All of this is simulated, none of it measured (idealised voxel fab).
process module | voxel fin reveal
cross-section cut | 255 nm wide | cells 5 nm
A cross-section is a grid of square cells, given in bands from the top down. A band is one or more rows of cells.
Each band's line starts with the height of the band's top and of its bottom, in nm. Then come its materials from left to right, each with its width in nm. One material with "throughout" fills the band from edge to edge. "air" is empty space.
Height 0 is the level under which the wafer as received is all one material. The lowest band goes on downwards, as in "0 down".
A width such as "30 to 40" changes by the same amount from each row of cells to the next, from the band's top row to its bottom row.
"no change" after a step means that no cell of the cross-section changed.
closed voids: empty space of 8 cells or more with no open way to the top, each as width x height at its distance from the left edge, in nm
after a step's settings: what the simulator itself notes on the step
overlay nm, on a step with a mask: how far to the right of its planned place the mask lay; to the left if negative
plan
1 op RECEIVE | material Si
2 op CONFORMAL_DEP | material SiN | thk nm 5
3 op DIRECTIONAL_DEP | material aC | thk nm 10
4 op PATTERN | tone cover | mask id FINS | material resist | width nm 15 | pitch nm 35 | thk nm 25 | overlay nm 0
5 op DIRECTIONAL_ETCH | etch materials aC | depth nm 10
6 op STRIP | etch materials resist
7 op DIRECTIONAL_ETCH | etch materials SiN | depth nm 5
8 op DIRECTIONAL_ETCH | etch materials Si | depth nm 30
9 op STRIP | etch materials aC
10 op FILL_DEP | material SiO2 | thk nm 15
11 op CMP | height nm 5
12 op SELECTIVE_ETCH | etch materials SiO2 | depth nm 15
13 op STRIP | etch materials SiN
14 op CONFORMAL_DEP | material HfO2 | thk nm 5
as received, after step 1
  0 down: Si throughout
  closed voids: none
a wafer at the end: this start, this plan, one mistake
  0 to -5: air 80 | HfO2 25 | air 10 | HfO2 25 | air 10 | HfO2 25 | air 80
  -5 to -15: air 80 | HfO2 5 | Si 15 | HfO2 5 | air 10 | HfO2 5 | Si 15 | HfO2 5 | air 10 | HfO2 5 | Si 15 | HfO2 5 | air 80
  -15 to -20: HfO2 85 | Si 15 | HfO2 20 | Si 15 | HfO2 20 | Si 15 | HfO2 85
  -20 to -30: SiO2 85 | Si 15 | SiO2 20 | Si 15 | SiO2 20 | Si 15 | SiO2 85
  -30 down: Si throughout
  closed voids: none
what went wrong: step 11 ran as: op CMP | height nm -5
